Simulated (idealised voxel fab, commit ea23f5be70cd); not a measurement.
The document below concerns the process module designated voxel quadruple lines.
Xsec cut, 255 nm wide, square cell size 5 nm.
When this document writes out a cross-section, it uses a grid of square cells and lists it as bands, beginning at the top and moving down, with a band standing for one or more rows of cells.
Basically the band line says how high the top is and how high the bottom is, in nm, and then what's in it from left to right, every material with its width in nm. Empty space shows up as "air", and if a single material carries "full width" it runs the full band edge to edge.
Note: height 0 marks the level under which the wafer is uniformly one material as received. Lowest band unbounded below, written "from 0 down".
Width: "30 to 40" (first number = top row, second number = bottom row, same change from row to row of cells).
What does "remains unaltered" mean for a step? It means no cell of the cross-section changed in that step.
"Trapped voids" means: voids of 8 cells or more that are shut off from the top with no open way through. Written width x height at distance, distance from the left edge, in nm.
Text after the settings on a step's line: the simulator's own remark on that step.
On any step carrying a mask, the "overlay nm" setting, if present on the step's line, tells how far right of its planned place the mask lay; negative values point to the left.

# List of planned process steps
- 1: RECEIVE,material Si
- 2: CONFORMAL_DEP,material SiO2,thk nm 10
- 3: DIRECTIONAL_DEP,material Ru,thk nm 10
- 4: DIRECTIONAL_DEP,material polySi,thk nm 20
- 5: DIRECTIONAL_DEP,material aC,thk nm 20
- 6: PATTERN,tone cover,mask id MANDREL,material resist,width nm 35,thk nm 30,overlay nm 0
- 7: DIRECTIONAL_ETCH,etch materials aC,depth nm 20
- 8: STRIP,etch materials resist
- 9: CONFORMAL_DEP,material SiO2,thk nm 5
- 10: DIRECTIONAL_ETCH,etch materials SiO2,depth nm 15
- 11: STRIP,etch materials aC
- 12: DIRECTIONAL_ETCH,etch materials polySi,depth nm 20
- 13: STRIP,etch materials SiO2
- 14: CONFORMAL_DEP,material SiCN,thk nm 10
- 15: DIRECTIONAL_ETCH,etch materials SiCN,depth nm 10
- 16: STRIP,etch materials polySi
- 17: DIRECTIONAL_ETCH,etch materials Ru,depth nm 10
- 18: STRIP,etch materials SiCN
- 19: FILL_DEP,material lowk,thk nm 5
- 20: CMP,height nm 20
Same starting wafers, different thk nm at step 9. Plan value belongs to the first wafer.

# Step 1 complete: as-received cross-section of the first of several wafers
from 0 down  Si full width
Trapped voids: none

# Cross-sectional representation of the first of several wafers at the end of the module, i.e. after its terminal step, step 20
from 20 to 10  95 nm lowk, then 10 nm Ru, then 5 nm lowk, then 10 nm Ru, then 15 nm lowk, then 10 nm Ru, then 5 nm lowk, then 10 nm Ru, then 95 nm lowk
from 10 to 0  SiO2 full width
from 0 down  Si full width
Trapped voids: none

# Cross-section of the last wafer at end of module
from 20 to 10  85 nm lowk, then 10 nm Ru, then 15 nm lowk, then 10 nm Ru, then 15 nm lowk, then 10 nm Ru, then 15 nm lowk, then 10 nm Ru, then 85 nm lowk
from 10 to 0  SiO2 full width
from 0 down  Si full width
Trapped voids: none

# End of module, by wafer: material-by-material cell gain (+) or loss (-) since receipt, then closed voids
thk nm 5 | +16 Ru | +102 SiO2 | +86 lowk | Trapped voids: none
thk nm 10 | +16 Ru | +102 SiO2 | +86 lowk | Trapped voids: none
thk nm 15 | +16 Ru | +102 SiO2 | +86 lowk | Trapped voids: none
